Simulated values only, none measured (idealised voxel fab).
This section sets out a process module, namely voxel trench capacitor.
We display cut, a cross-section 250 nm in width whose square cells are each 5 nm.
Cross-section = grid of square cells, listed top down in bands; band = one or more rows. Per band: top height and bottom height in nm, followed by the left-to-right materials and their widths in nm; "edge to edge" marks a single material spanning edge to edge, "air" marks empty space. Height reference: 0 = level under which incoming wafer is all one material. Lowest band: no bottom, runs on downward, e.g. "from 0 down". A two-number width, for instance "30..40", indicates that the width is equal to the first number in the top row of the band and to the second number in the bottom row, and that it changes by a constant amount per row of cells. It should be understood that the words "nothing got changed", when stated for a given step, signify that the cross-section underwent no change in any of its cells during that step. Listed in "Entrapped void list": every empty space of 8 or more cells without an open way to the top. Form: width x height at distance, the distance being from the left edge, all in nm. On a step's line, text after the settings is the simulator commenting on that step. overlay nm: on a step with a mask, how far right of its planned place the mask lay; negative means left. Before/after cross-section pairs, one process step each; after shown to lowest changed band; step and settings beneath. Pairs may be from different runs of this module on the same starting wafer; a pair continues from the one above only where its "Snapshot before" entry says so.
Snapshot before:
  from 0 down | Si edge to edge
  Entrapped void list: none
Post-Process View:
  from 10 to 0 | SiN edge to edge
  At heights below 0, the structure remains unaltered.
  Entrapped void list: none
What is the step between the two cross-sections above? CONFORMAL_DEP | material SiN | thk nm 10
Snapshot before: Please consult the pair immediately above; the cross-section it shows after its step is the state before this step.
Post-Process View:
  from 25 to 10 | aC edge to edge
  At heights below 10, the structure remains unaltered.
  Entrapped void list: none
What is the step between the two cross-sections above? DIRECTIONAL_DEP | material aC | thk nm 15
Snapshot before: Please consult the pair immediately above; the cross-section it shows after its step is the state before this step.
Post-Process View:
  from 60 to 25 | resist (85); air (25); resist (25); air (25); resist (90)
  At heights below 25, the structure remains unaltered.
  Entrapped void list: none
What is the step between the two cross-sections above? PATTERN | tone open | mask id TRENCH | material resist | width nm 25 | pitch nm 50 | thk nm 35 | overlay nm 0
Snapshot before: Please consult the pair immediately above; the cross-section it shows after its step is the state before this step.
Post-Process View:
  from 45 to 25 | resist (85); air (25); resist (25); air (25); resist (90)
  from 25 to 10 | aC (85); air (25); aC (25); air (25); aC (90)
  At heights below 10, the structure remains unaltered.
  Entrapped void list: none
What is the step between the two cross-sections above? DIRECTIONAL_ETCH | etch materials aC | depth nm 15
Snapshot before: Please consult the pair immediately above; the cross-section it shows after its step is the state before this step.
Post-Process View:
  from 25 to 10 | aC (85); air (25); aC (25); air (25); aC (90)
  At heights below 10, the structure remains unaltered.
  Entrapped void list: none
What is the step between the two cross-sections above? STRIP | etch materials resist
Snapshot before: Please consult the pair immediately above; the cross-section it shows after its step is the state before this step.
Post-Process View:
  from 25 to 10 | aC (85); air (25); aC (25); air (25); aC (90)
  from 10 to 0 | SiN (85); air (25); SiN (25); air (25); SiN (90)
  At heights below 0, the structure remains unaltered.
  Entrapped void list: none
What is the step between the two cross-sections above? DIRECTIONAL_ETCH | etch materials SiN | depth nm 10
Snapshot before: Please consult the pair immediately above; the cross-section it shows after its step is the state before this step.
Post-Process View:
  from 25 to 10 | aC (85); air (25); aC (25); air (25); aC (90)
  from 10 to 0 | SiN (85); air (25); SiN (25); air (25); SiN (90)
  from 0 to -25 | Si (85); air (25); Si (25); air (25); Si (90)
  At heights below -25, the structure remains unaltered.
  Entrapped void list: none
What is the step between the two cross-sections above? DIRECTIONAL_ETCH | etch materials Si | depth nm 25
Snapshot before: Please consult the pair immediately above; the cross-section it shows after its step is the state before this step.
Post-Process View:
  from 10 to 0 | SiN (85); air (25); SiN (25); air (25); SiN (90)
  At heights below 0, the structure remains unaltered.
  Entrapped void list: none
What is the step between the two cross-sections above? STRIP | etch materials aC
Snapshot before: Please consult the pair immediately above; the cross-section it shows after its step is the state before this step.
Post-Process View:
  from 15 to 10 | SiO2 (90); air (15); SiO2 (35); air (15); SiO2 (95)
  from 10 to 0 | SiN (85); SiO2 (5); air (15); SiO2 (5); SiN (25); SiO2 (5); air (15); SiO2 (5); SiN (90)
  from 0 to -20 | Si (85); SiO2 (5); air (15); SiO2 (5); Si (25); SiO2 (5); air (15); SiO2 (5); Si (90)
  from -20 to -25 | Si (85); SiO2 (25); Si (25); SiO2 (25); Si (90)
  At heights below -25, the structure remains unaltered.
  Entrapped void list: none
What is the step between the two cross-sections above? CONFORMAL_DEP | material SiO2 | thk nm 5
Snapshot before: Please consult the pair immediately above; the cross-section it shows after its step is the state before this step.
Post-Process View:
  from 20 to 15 | polySi edge to edge
  from 15 to 10 | SiO2 (90); polySi (15); SiO2 (35); polySi (15); SiO2 (95)
  from 10 to 0 | SiN (85); SiO2 (5); polySi (15); SiO2 (5); SiN (25); SiO2 (5); polySi (15); SiO2 (5); SiN (90)
  from 0 to -20 | Si (85); SiO2 (5); polySi (15); SiO2 (5); Si (25); SiO2 (5); polySi (15); SiO2 (5); Si (90)
  At heights below -20, the structure remains unaltered.
  Entrapped void list: none
What is the step between the two cross-sections above? FILL_DEP | material polySi | thk nm 5
Snapshot before: Please consult the pair immediately above; the cross-section it shows after its step is the state before this step.
Post-Process View:
  from 10 to 0 | SiN (85); SiO2 (5); polySi (15); SiO2 (5); SiN (25); SiO2 (5); polySi (15); SiO2 (5); SiN (90)
  At heights below 0, the structure remains unaltered.
  Entrapped void list: none
What is the step between the two cross-sections above? CMP | height nm 10
Snapshot before:
  from 25 to 10 | aC (85); air (25); aC (25); air (25); aC (90)
  from 10 to 0 | SiN (85); air (25); SiN (25); air (25); SiN (90)
  from 0 to -25 | Si (85); air (25); Si (25); air (25); Si (90)
  from -25 down | Si edge to edge
  Entrapped void list: none
Post-Process View:
  from 30 to 25 | SiO2 (90); air (15); SiO2 (35); air (15); SiO2 (95)
  from 25 to 10 | aC (85); SiO2 (5); air (15); SiO2 (5); aC (25); SiO2 (5); air (15); SiO2 (5); aC (90)
  from 10 to 0 | SiN (85); SiO2 (5); air (15); SiO2 (5); SiN (25); SiO2 (5); air (15); SiO2 (5); SiN (90)
  from 0 to -20 | Si (85); SiO2 (5); air (15); SiO2 (5); Si (25); SiO2 (5); air (15); SiO2 (5); Si (90)
  from -20 to -25 | Si (85); SiO2 (25); Si (25); SiO2 (25); Si (90)
  At heights below -25, the structure remains unaltered.
  Entrapped void list: none
What is the step between the two cross-sections above? CONFORMAL_DEP | material SiO2 | thk nm 5
Snapshot before: Please consult the pair immediately above; the cross-section it shows after its step is the state before this step.
Post-Process View:
  from 35 to 30 | polySi edge to edge
  from 30 to 25 | SiO2 (90); polySi (15); SiO2 (35); polySi (15); SiO2 (95)
  from 25 to 10 | aC (85); SiO2 (5); polySi (15); SiO2 (5); aC (25); SiO2 (5); polySi (15); SiO2 (5); aC (90)
  from 10 to 0 | SiN (85); SiO2 (5); polySi (15); SiO2 (5); SiN (25); SiO2 (5); polySi (15); SiO2 (5); SiN (90)
  from 0 to -20 | Si (85); SiO2 (5); polySi (15); SiO2 (5); Si (25); SiO2 (5); polySi (15); SiO2 (5); Si (90)
  At heights below -20, the structure remains unaltered.
  Entrapped void list: none
What is the step between the two cross-sections above? FILL_DEP | material polySi | thk nm 5
Snapshot before: Please consult the pair immediately above; the cross-section it shows after its step is the state before this step.
Post-Process View:
  from 10 to 0 | SiN (85); SiO2 (5); polySi (15); SiO2 (5); SiN (25); SiO2 (5); polySi (15); SiO2 (5); SiN (90)
  At heights below 0, the structure remains unaltered.
  Entrapped void list: none
What is the step between the two cross-sections above? CMP | height nm 10
Snapshot before:
  from 25 to 10 | aC (85); air (25); aC (25); air (25); aC (90)
  from 10 to 0 | SiN (85); air (25); SiN (25); air (25); SiN (90)
  from 0 to -25 | Si (85); air (25); Si (25); air (25); Si (90)
  from -25 down | Si edge to edge
  Entrapped void list: none
Post-Process View:
  from 25 to 10 | aC (85); air (25); aC (25); air (25); aC (90)
  from 10 to 0 | SiN (85); air (25); SiN (25); air (25); SiN (90)
  from 0 to -50 | Si (85); air (25); Si (25); air (25); Si (90)
  At heights below -50, the structure remains unaltered.
  Entrapped void list: none
What is the step between the two cross-sections above? DIRECTIONAL_ETCH | etch materials Si | depth nm 25
Snapshot before: Please consult the pair immediately above; the cross-section it shows after its step is the state before this step.
Post-Process View:
  from 10 to 0 | SiN (85); air (25); SiN (25); air (25); SiN (90)
  At heights below 0, the structure remains unaltered.
  Entrapped void list: none
What is the step between the two cross-sections above? STRIP | etch materials aC
Snapshot before: Please consult the pair immediately above; the cross-section it shows after its step is the state before this step.
Post-Process View:
  from 15 to 10 | SiO2 (90); air (15); SiO2 (35); air (15); SiO2 (95)
  from 10 to 0 | SiN (85); SiO2 (5); air (15); SiO2 (5); SiN (25); SiO2 (5); air (15); SiO2 (5); SiN (90)
  from 0 to -45 | Si (85); SiO2 (5); air (15); SiO2 (5); Si (25); SiO2 (5); air (15); SiO2 (5); Si (90)
  from -45 to -50 | Si (85); SiO2 (25); Si (25); SiO2 (25); Si (90)
  At heights below -50, the structure remains unaltered.
  Entrapped void list: none
What is the step between the two cross-sections above? CONFORMAL_DEP | material SiO2 | thk nm 5
Snapshot before: Please consult the pair immediately above; the cross-section it shows after its step is the state before this step.
Post-Process View:
  from 20 to 15 | polySi edge to edge
  from 15 to 10 | SiO2 (90); polySi (15); SiO2 (35); polySi (15); SiO2 (95)
  from 10 to 0 | SiN (85); SiO2 (5); polySi (15); SiO2 (5); SiN (25); SiO2 (5); polySi (15); SiO2 (5); SiN (90)
  from 0 to -45 | Si (85); SiO2 (5); polySi (15); SiO2 (5); Si (25); SiO2 (5); polySi (15); SiO2 (5); Si (90)
  At heights below -45, the structure remains unaltered.
  Entrapped void list: none
What is the step between the two cross-sections above? FILL_DEP | material polySi | thk nm 5
Snapshot before: Please consult the pair immediately above; the cross-section it shows after its step is the state before this step.
Post-Process View:
  from 10 to 0 | SiN (85); SiO2 (5); polySi (15); SiO2 (5); SiN (25); SiO2 (5); polySi (15); SiO2 (5); SiN (90)
  At heights below 0, the structure remains unaltered.
  Entrapped void list: none
What is the step between the two cross-sections above? CMP | height nm 10
Snapshot before:
  from 0 down | Si edge to edge
  Entrapped void list: none
Post-Process View:
  from 5 to 0 | SiN edge to edge
  At heights below 0, the structure remains unaltered.
  Entrapped void list: none
What is the step between the two cross-sections above? CONFORMAL_DEP | material SiN | thk nm 5
Snapshot before: Please consult the pair immediately above; the cross-section it shows after its step is the state before this step.
Post-Process View:
  from 20 to 5 | aC edge to edge
  At heights below 5, the structure remains unaltered.
  Entrapped void list: none
What is the step between the two cross-sections above? DIRECTIONAL_DEP | material aC | thk nm 15
Snapshot before: Please consult the pair immediately above; the cross-section it shows after its step is the state before this step.
Post-Process View:
  from 55 to 20 | resist (85); air (25); resist (25); air (25); resist (90)
  At heights below 20, the structure remains unaltered.
  Entrapped void list: none
What is the step between the two cross-sections above? PATTERN | tone open | mask id TRENCH | material resist | width nm 25 | pitch nm 50 | thk nm 35 | overlay nm 0
Snapshot before: Please consult the pair immediately above; the cross-section it shows after its step is the state before this step.
Post-Process View:
  from 40 to 20 | resist (85); air (25); resist (25); air (25); resist (90)
  from 20 to 5 | aC (85); air (25); aC (25); air (25); aC (90)
  At heights below 5, the structure remains unaltered.
  Entrapped void list: none
What is the step between the two cross-sections above? DIRECTIONAL_ETCH | etch materials aC | depth nm 15
Snapshot before: Please consult the pair immediately above; the cross-section it shows after its step is the state before this step.
Post-Process View:
  from 20 to 5 | aC (85); air (25); aC (25); air (25); aC (90)
  At heights below 5, the structure remains unaltered.
  Entrapped void list: none
What is the step between the two cross-sections above? STRIP | etch materials resist
Snapshot before: Please consult the pair immediately above; the cross-section it shows after its step is the state before this step.
Post-Process View:
  from 20 to 5 | aC (85); air (25); aC (25); air (25); aC (90)
  from 5 to 0 | SiN (85); air (25); SiN (25); air (25); SiN (90)
  At heights below 0, the structure remains unaltered.
  Entrapped void list: none
What is the step between the two cross-sections above? DIRECTIONAL_ETCH | etch materials SiN | depth nm 10
Snapshot before: Please consult the pair immediately above; the cross-section it shows after its step is the state before this step.
Post-Process View:
  from 20 to 5 | aC (85); air (25); aC (25); air (25); aC (90)
  from 5 to 0 | SiN (85); air (25); SiN (25); air (25); SiN (90)
  from 0 to -25 | Si (85); air (25); Si (25); air (25); Si (90)
  At heights below -25, the structure remains unaltered.
  Entrapped void list: none
What is the step between the two cross-sections above? DIRECTIONAL_ETCH | etch materials Si | depth nm 25
Snapshot before: Please consult the pair immediately above; the cross-section it shows after its step is the state before this step.
Post-Process View:
  from 5 to 0 | SiN (85); air (25); SiN (25); air (25); SiN (90)
  At heights below 0, the structure remains unaltered.
  Entrapped void list: none
What is the step between the two cross-sections above? STRIP | etch materials aC
Snapshot before: Please consult the pair immediately above; the cross-section it shows after its step is the state before this step.
Post-Process View:
  from 10 to 5 | SiO2 (90); air (15); SiO2 (35); air (15); SiO2 (95)
  from 5 to 0 | SiN (85); SiO2 (5); air (15); SiO2 (5); SiN (25); SiO2 (5); air (15); SiO2 (5); SiN (90)
  from 0 to -20 | Si (85); SiO2 (5); air (15); SiO2 (5); Si (25); SiO2 (5); air (15); SiO2 (5); Si (90)
  from -20 to -25 | Si (85); SiO2 (25); Si (25); SiO2 (25); Si (90)
  At heights below -25, the structure remains unaltered.
  Entrapped void list: none
What is the step between the two cross-sections above? CONFORMAL_DEP | material SiO2 | thk nm 5
Snapshot before: Please consult the pair immediately above; the cross-section it shows after its step is the state before this step.
Post-Process View:
  from 15 to 10 | polySi edge to edge
  from 10 to 5 | SiO2 (90); polySi (15); SiO2 (35); polySi (15); SiO2 (95)
  from 5 to 0 | SiN (85); SiO2 (5); polySi (15); SiO2 (5); SiN (25); SiO2 (5); polySi (15); SiO2 (5); SiN (90)
  from 0 to -20 | Si (85); SiO2 (5); polySi (15); SiO2 (5); Si (25); SiO2 (5); polySi (15); SiO2 (5); Si (90)
  At heights below -20, the structure remains unaltered.
  Entrapped void list: none
What is the step between the two cross-sections above? FILL_DEP | material polySi | thk nm 5
Snapshot before: Please consult the pair immediately above; the cross-section it shows after its step is the state before this step.
Post-Process View:
  from 10 to 5 | SiO2 (90); polySi (15); SiO2 (35); polySi (15); SiO2 (95)
  At heights below 5, the structure remains unaltered.
  Entrapped void list: none
What is the step between the two cross-sections above? CMP | height nm 10
Snapshot before:
  from 25 to 10 | aC edge to edge
  from 10 to 0 | SiN edge to edge
  from 0 down | Si edge to edge
  Entrapped void list: none
Post-Process View:
  from 60 to 25 | resist (90); air (15); resist (35); air (15); resist (95)
  At heights below 25, the structure remains unaltered.
  Entrapped void list: none
What is the step between the two cross-sections above? PATTERN | tone open | mask id TRENCH | material resist | width nm 15 | pitch nm 50 | thk nm 35 | overlay nm 0
Snapshot before: Please consult the pair immediately above; the cross-section it shows after its step is the state before this step.
Post-Process View:
  from 45 to 25 | resist (90); air (15); resist (35); air (15); resist (95)
  from 25 to 10 | aC (90); air (15); aC (35); air (15); aC (95)
  At heights below 10, the structure remains unaltered.
  Entrapped void list: none
What is the step between the two cross-sections above? DIRECTIONAL_ETCH | etch materials aC | depth nm 15
Snapshot before: Please consult the pair immediately above; the cross-section it shows after its step is the state before this step.
Post-Process View:
  from 25 to 10 | aC (90); air (15); aC (35); air (15); aC (95)
  At heights below 10, the structure remains unaltered.
  Entrapped void list: none
What is the step between the two cross-sections above? STRIP | etch materials resist
Snapshot before: Please consult the pair immediately above; the cross-section it shows after its step is the state before this step.
Post-Process View:
  from 25 to 10 | aC (90); air (15); aC (35); air (15); aC (95)
  from 10 to 0 | SiN (90); air (15); SiN (35); air (15); SiN (95)
  At heights below 0, the structure remains unaltered.
  Entrapped void list: none
What is the step between the two cross-sections above? DIRECTIONAL_ETCH | etch materials SiN | depth nm 10
Snapshot before: Please consult the pair immediately above; the cross-section it shows after its step is the state before this step.
Post-Process View:
  from 25 to 10 | aC (90); air (15); aC (35); air (15); aC (95)
  from 10 to 0 | SiN (90); air (15); SiN (35); air (15); SiN (95)
  from 0 to -25 | Si (90); air (15); Si (35); air (15); Si (95)
  At heights below -25, the structure remains unaltered.
  Entrapped void list: none
What is the step between the two cross-sections above? DIRECTIONAL_ETCH | etch materials Si | depth nm 25
Snapshot before: Please consult the pair immediately above; the cross-section it shows after its step is the state before this step.
Post-Process View:
  from 10 to 0 | SiN (90); air (15); SiN (35); air (15); SiN (95)
  At heights below 0, the structure remains unaltered.
  Entrapped void list: none
What is the step between the two cross-sections above? STRIP | etch materials aC
Snapshot before: Please consult the pair immediately above; the cross-section it shows after its step is the state before this step.
Post-Process View:
  from 15 to 10 | SiO2 (95); air (5); SiO2 (45); air (5); SiO2 (100)
  from 10 to 0 | SiN (90); SiO2 (5); air (5); SiO2 (5); SiN (35); SiO2 (5); air (5); SiO2 (5); SiN (95)
  from 0 to -20 | Si (90); SiO2 (5); air (5); SiO2 (5); Si (35); SiO2 (5); air (5); SiO2 (5); Si (95)
  from -20 to -25 | Si (90); SiO2 (15); Si (35); SiO2 (15); Si (95)
  At heights below -25, the structure remains unaltered.
  Entrapped void list: none
What is the step between the two cross-sections above? CONFORMAL_DEP | material SiO2 | thk nm 5
Snapshot before: Please consult the pair immediately above; the cross-section it shows after its step is the state before this step.
Post-Process View:
  from 20 to 15 | polySi edge to edge
  from 15 to 10 | SiO2 (95); polySi (5); SiO2 (45); polySi (5); SiO2 (100)
  from 10 to 0 | SiN (90); SiO2 (5); polySi (5); SiO2 (5); SiN (35); SiO2 (5); polySi (5); SiO2 (5); SiN (95)
  from 0 to -20 | Si (90); SiO2 (5); polySi (5); SiO2 (5); Si (35); SiO2 (5); polySi (5); SiO2 (5); Si (95)
  At heights below -20, the structure remains unaltered.
  Entrapped void list: none
What is the step between the two cross-sections above? FILL_DEP | material polySi | thk nm 5
Snapshot before: Please consult the pair immediately above; the cross-section it shows after its step is the state before this step.
Post-Process View:
  from 10 to 0 | SiN (90); SiO2 (5); polySi (5); SiO2 (5); SiN (35); SiO2 (5); polySi (5); SiO2 (5); SiN (95)
  At heights below 0, the structure remains unaltered.
  Entrapped void list: none
What is the step between the two cross-sections above? CMP | height nm 10
Snapshot before:
  from 25 to 10 | aC edge to edge
  from 10 to 0 | SiN edge to edge
  from 0 down | Si edge to edge
  Entrapped void list: none
Post-Process View:
  from 60 to 25 | resist (75); air (25); resist (25); air (25); resist (100)
  At heights below 25, the structure remains unaltered.
  Entrapped void list: none
What is the step between the two cross-sections above? PATTERN | tone open | mask id TRENCH | material resist | width nm 25 | pitch nm 50 | thk nm 35 | overlay nm -10
Snapshot before: Please consult the pair immediately above; the cross-section it shows after its step is the state before this step.
Post-Process View:
  from 45 to 25 | resist (75); air (25); resist (25); air (25); resist (100)
  from 25 to 10 | aC (75); air (25); aC (25); air (25); aC (100)
  At heights below 10, the structure remains unaltered.
  Entrapped void list: none
What is the step between the two cross-sections above? DIRECTIONAL_ETCH | etch materials aC | depth nm 15
Snapshot before: Please consult the pair immediately above; the cross-section it shows after its step is the state before this step.
Post-Process View:
  from 25 to 10 | aC (75); air (25); aC (25); air (25); aC (100)
  At heights below 10, the structure remains unaltered.
  Entrapped void list: none
What is the step between the two cross-sections above? STRIP | etch materials resist
Snapshot before: Please consult the pair immediately above; the cross-section it shows after its step is the state before this step.
Post-Process View:
  from 25 to 10 | aC (75); air (25); aC (25); air (25); aC (100)
  from 10 to 0 | SiN (75); air (25); SiN (25); air (25); SiN (100)
  At heights below 0, the structure remains unaltered.
  Entrapped void list: none
What is the step between the two cross-sections above? DIRECTIONAL_ETCH | etch materials SiN | depth nm 10
Snapshot before: Please consult the pair immediately above; the cross-section it shows after its step is the state before this step.
Post-Process View:
  from 25 to 10 | aC (75); air (25); aC (25); air (25); aC (100)
  from 10 to 0 | SiN (75); air (25); SiN (25); air (25); SiN (100)
  from 0 to -25 | Si (75); air (25); Si (25); air (25); Si (100)
  At heights below -25, the structure remains unaltered.
  Entrapped void list: none
What is the step between the two cross-sections above? DIRECTIONAL_ETCH | etch materials Si | depth nm 25
Snapshot before: Please consult the pair immediately above; the cross-section it shows after its step is the state before this step.
Post-Process View:
  from 10 to 0 | SiN (75); air (25); SiN (25); air (25); SiN (100)
  At heights below 0, the structure remains unaltered.
  Entrapped void list: none
What is the step between the two cross-sections above? STRIP | etch materials aC
Snapshot before: Please consult the pair immediately above; the cross-section it shows after its step is the state before this step.
Post-Process View:
  from 15 to 10 | SiO2 (80); air (15); SiO2 (35); air (15); SiO2 (105)
  from 10 to 0 | SiN (75); SiO2 (5); air (15); SiO2 (5); SiN (25); SiO2 (5); air (15); SiO2 (5); SiN (100)
  from 0 to -20 | Si (75); SiO2 (5); air (15); SiO2 (5); Si (25); SiO2 (5); air (15); SiO2 (5); Si (100)
  from -20 to -25 | Si (75); SiO2 (25); Si (25); SiO2 (25); Si (100)
  At heights below -25, the structure remains unaltered.
  Entrapped void list: none
What is the step between the two cross-sections above? CONFORMAL_DEP | material SiO2 | thk nm 5
Snapshot before: Please consult the pair immediately above; the cross-section it shows after its step is the state before this step.
Post-Process View:
  from 20 to 15 | polySi edge to edge
  from 15 to 10 | SiO2 (80); polySi (15); SiO2 (35); polySi (15); SiO2 (105)
  from 10 to 0 | SiN (75); SiO2 (5); polySi (15); SiO2 (5); SiN (25); SiO2 (5); polySi (15); SiO2 (5); SiN (100)
  from 0 to -20 | Si (75); SiO2 (5); polySi (15); SiO2 (5); Si (25); SiO2 (5); polySi (15); SiO2 (5); Si (100)
  At heights below -20, the structure remains unaltered.
  Entrapped void list: none
What is the step between the two cross-sections above? FILL_DEP | material polySi | thk nm 5
Snapshot before: Please consult the pair immediately above; the cross-section it shows after its step is the state before this step.
Post-Process View:
  from 10 to 0 | SiN (75); SiO2 (5); polySi (15); SiO2 (5); SiN (25); SiO2 (5); polySi (15); SiO2 (5); SiN (100)
  At heights below 0, the structure remains unaltered.
  Entrapped void list: none
What is the step between the two cross-sections above? CMP | height nm 10
Snapshot before:
  from 15 to 10 | SiO2 (90); air (15); SiO2 (35); air (15); SiO2 (95)
  from 10 to 0 | SiN (85); SiO2 (5); air (15); SiO2 (5); SiN (25); SiO2 (5); air (15); SiO2 (5); SiN (90)
  from 0 to -20 | Si (85); SiO2 (5); air (15); SiO2 (5); Si (25); SiO2 (5); air (15); SiO2 (5); Si (90)
  from -20 to -25 | Si (85); SiO2 (25); Si (25); SiO2 (25); Si (90)
  from -25 down | Si edge to edge
  Entrapped void list: none
Post-Process View:
  from 20 to 15 | SiN edge to edge
  from 15 to 10 | SiO2 (90); SiN (15); SiO2 (35); SiN (15); SiO2 (95)
  from 10 to 0 | SiN (85); SiO2 (5); SiN (15); SiO2 (5); SiN (25); SiO2 (5); SiN (15); SiO2 (5); SiN (90)
  from 0 to -20 | Si (85); SiO2 (5); SiN (15); SiO2 (5); Si (25); SiO2 (5); SiN (15); SiO2 (5); Si (90)
  At heights below -20, the structure remains unaltered.
  Entrapped void list: none
What is the step between the two cross-sections above? FILL_DEP | material SiN | thk nm 5
Snapshot before: Please consult the pair immediately above; the cross-section it shows after its step is the state before this step.
Post-Process View:
  from 10 to 0 | SiN (85); SiO2 (5); SiN (15); SiO2 (5); SiN (25); SiO2 (5); SiN (15); SiO2 (5); SiN (90)
  At heights below 0, the structure remains unaltered.
  Entrapped void list: none
What is the step between the two cross-sections above? CMP | height nm 10
Snapshot before:
  from 25 to 10 | aC edge to edge
  from 10 to 0 | SiN edge to edge
  from 0 down | Si edge to edge
  Entrapped void list: none
Post-Process View:
  from 60 to 25 | air (85); resist (25); air (25); resist (25); air (90)
  At heights below 25, the structure remains unaltered.
  Entrapped void list: none
What is the step between the two cross-sections above? PATTERN | tone cover | mask id TRENCH | material resist | width nm 25 | pitch nm 50 | thk nm 35 | overlay nm 0
Snapshot before: Please consult the pair immediately above; the cross-section it shows after its step is the state before this step.
Post-Process View:
  from 45 to 25 | air (85); resist (25); air (25); resist (25); air (90)
  from 25 to 10 | air (85); aC (25); air (25); aC (25); air (90)
  At heights below 10, the structure remains unaltered.
  Entrapped void list: none
What is the step between the two cross-sections above? DIRECTIONAL_ETCH | etch materials aC | depth nm 15
Snapshot before: Please consult the pair immediately above; the cross-section it shows after its step is the state before this step.
Post-Process View:
  from 25 to 10 | air (85); aC (25); air (25); aC (25); air (90)
  At heights below 10, the structure remains unaltered.
  Entrapped void list: none
What is the step between the two cross-sections above? STRIP | etch materials resist
Snapshot before: Please consult the pair immediately above; the cross-section it shows after its step is the state before this step.
Post-Process View:
  from 25 to 10 | air (85); aC (25); air (25); aC (25); air (90)
  from 10 to 0 | air (85); SiN (25); air (25); SiN (25); air (90)
  At heights below 0, the structure remains unaltered.
  Entrapped void list: none
What is the step between the two cross-sections above? DIRECTIONAL_ETCH | etch materials SiN | depth nm 10
Snapshot before: Please consult the pair immediately above; the cross-section it shows after its step is the state before this step.
Post-Process View:
  from 25 to 10 | air (85); aC (25); air (25); aC (25); air (90)
  from 10 to 0 | air (85); SiN (25); air (25); SiN (25); air (90)
  from 0 to -25 | air (85); Si (25); air (25); Si (25); air (90)
  At heights below -25, the structure remains unaltered.
  Entrapped void list: none
What is the step between the two cross-sections above? DIRECTIONAL_ETCH | etch materials Si | depth nm 25
Snapshot before: Please consult the pair immediately above; the cross-section it shows after its step is the state before this step.
Post-Process View:
  from 10 to 0 | air (85); SiN (25); air (25); SiN (25); air (90)
  At heights below 0, the structure remains unaltered.
  Entrapped void list: none
What is the step between the two cross-sections above? STRIP | etch materials aC
Snapshot before: Please consult the pair immediately above; the cross-section it shows after its step is the state before this step.
Post-Process View:
  from 15 to 10 | air (80); SiO2 (35); air (15); SiO2 (35); air (85)
  from 10 to 0 | air (80); SiO2 (5); SiN (25); SiO2 (5); air (15); SiO2 (5); SiN (25); SiO2 (5); air (85)
  from 0 to -20 | air (80); SiO2 (5); Si (25); SiO2 (5); air (15); SiO2 (5); Si (25); SiO2 (5); air (85)
  from -20 to -25 | SiO2 (85); Si (25); SiO2 (25); Si (25); SiO2 (90)
  At heights below -25, the structure remains unaltered.
  Entrapped void list: none
What is the step between the two cross-sections above? CONFORMAL_DEP | material SiO2 | thk nm 5
Snapshot before: Please consult the pair immediately above; the cross-section it shows after its step is the state before this step.
Post-Process View:
  from 20 to 15 | polySi edge to edge
  from 15 to 10 | polySi (80); SiO2 (35); polySi (15); SiO2 (35); polySi (85)
  from 10 to 0 | polySi (80); SiO2 (5); SiN (25); SiO2 (5); polySi (15); SiO2 (5); SiN (25); SiO2 (5); polySi (85)
  from 0 to -20 | polySi (80); SiO2 (5); Si (25); SiO2 (5); polySi (15); SiO2 (5); Si (25); SiO2 (5); polySi (85)
  At heights below -20, the structure remains unaltered.
  Entrapped void list: none
What is the step between the two cross-sections above? FILL_DEP | material polySi | thk nm 5
Snapshot before: Please consult the pair immediately above; the cross-section it shows after its step is the state before this step.
Post-Process View:
  from 10 to 0 | polySi (80); SiO2 (5); SiN (25); SiO2 (5); polySi (15); SiO2 (5); SiN (25); SiO2 (5); polySi (85)
  At heights below 0, the structure remains unaltered.
  Entrapped void list: none
What is the step between the two cross-sections above? CMP | height nm 10
